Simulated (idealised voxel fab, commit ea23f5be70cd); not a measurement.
Process module in this document: voxel gate over fins
The width of the displayed cross-section, cut, is 275 nm; its cells are square, with a size of 5 nm.
Each cross-section below is a grid of square cells, stated as bands in top-down order, with one or more rows of cells making up each band.
In this notation a band is specified by the heights of its top and bottom, in that order and in nm, after which its materials appear from left to right, each paired with its width in nm. The word "all across" attached to a single material means that material fills the band from edge to edge; the word "blank" stands for empty space.
Height datum 0, below which the as-received substrate wafer is one material. Lowest band open at the bottom, running downward: "0 down".
A width given as "30->40" starts at the first number in the band's top row and ends at the second number in its bottom row, shifting by an equal amount at every step from row to row.
"remained unchanged" -> step changed no cross-section cell.
The label "Closed void list" introduces a list of the empty spaces, 8 cells or larger, that have no open way up to the top; each entry in it reads width x height at distance, where the distance is taken from the left edge and all three are stated in nm.
That trailing text on a step's line, after the settings, is the simulator's own remark on the step.
The optional step-line setting "overlay nm" applies to steps with a mask and quantifies how far to the right of its planned location the mask lay, a negative value indicating leftward placement.
## plan
- 1: RECEIVE with material Si
- 2: CONFORMAL_DEP with material SiN, thk nm 10
- 3: MASKED_ETCH with tone cover, mask id FINS, width nm 15, pitch nm 40, etch materials SiN, depth nm 10, overlay nm 0
- 4: MASKED_ETCH with tone cover, mask id FINS, width nm 15, pitch nm 40, etch materials Si, depth nm 35, overlay nm 0
- 5: FILL_DEP with material SiO2, thk nm 15
- 6: CMP with height nm 10
- 7: SELECTIVE_ETCH with etch materials SiO2, depth nm 25
- 8: STRIP with etch materials SiN
- 9: CONFORMAL_DEP with material HfO2, thk nm 5
- 10: CONFORMAL_DEP with material TiN, thk nm 5
- 11: FILL_DEP with material W, thk nm 10
- 12: CMP with height nm 15
- 13: CONFORMAL_DEP with material SiN, thk nm 10
## This is the cross-section of the wafer as we received it, i.e. after step 1
> 0 down = Si all across
> Closed void list: none
## Starting wafer: above. Plan: above. Run: one mistake. Cross-section after the module: below
> 25 to 15 = SiN all across
> 15 to 10 = W all across
> 10 to 5 = W: 100 / HfO2: 35 / W: 5 / HfO2: 35 / W: 100
> 5 to 0 = W: 100 / HfO2: 5 / TiN: 25 / HfO2: 5 / W: 5 / HfO2: 5 / TiN: 25 / HfO2: 5 / W: 100
> 0 to -5 = W: 100 / HfO2: 5 / TiN: 5 / Si: 15 / TiN: 5 / HfO2: 5 / W: 5 / HfO2: 5 / TiN: 5 / Si: 15 / TiN: 5 / HfO2: 5 / W: 100
> -5 to -10 = HfO2: 105 / TiN: 5 / Si: 15 / TiN: 5 / HfO2: 15 / TiN: 5 / Si: 15 / TiN: 5 / HfO2: 105
> -10 to -15 = TiN: 110 / Si: 15 / TiN: 25 / Si: 15 / TiN: 110
> -15 to -35 = SiO2: 110 / Si: 15 / SiO2: 25 / Si: 15 / SiO2: 110
> -35 down = Si all across
> Closed void list: none
Here's what went sideways: step 10 occupied the plan position of step 9, and the converse holds as well
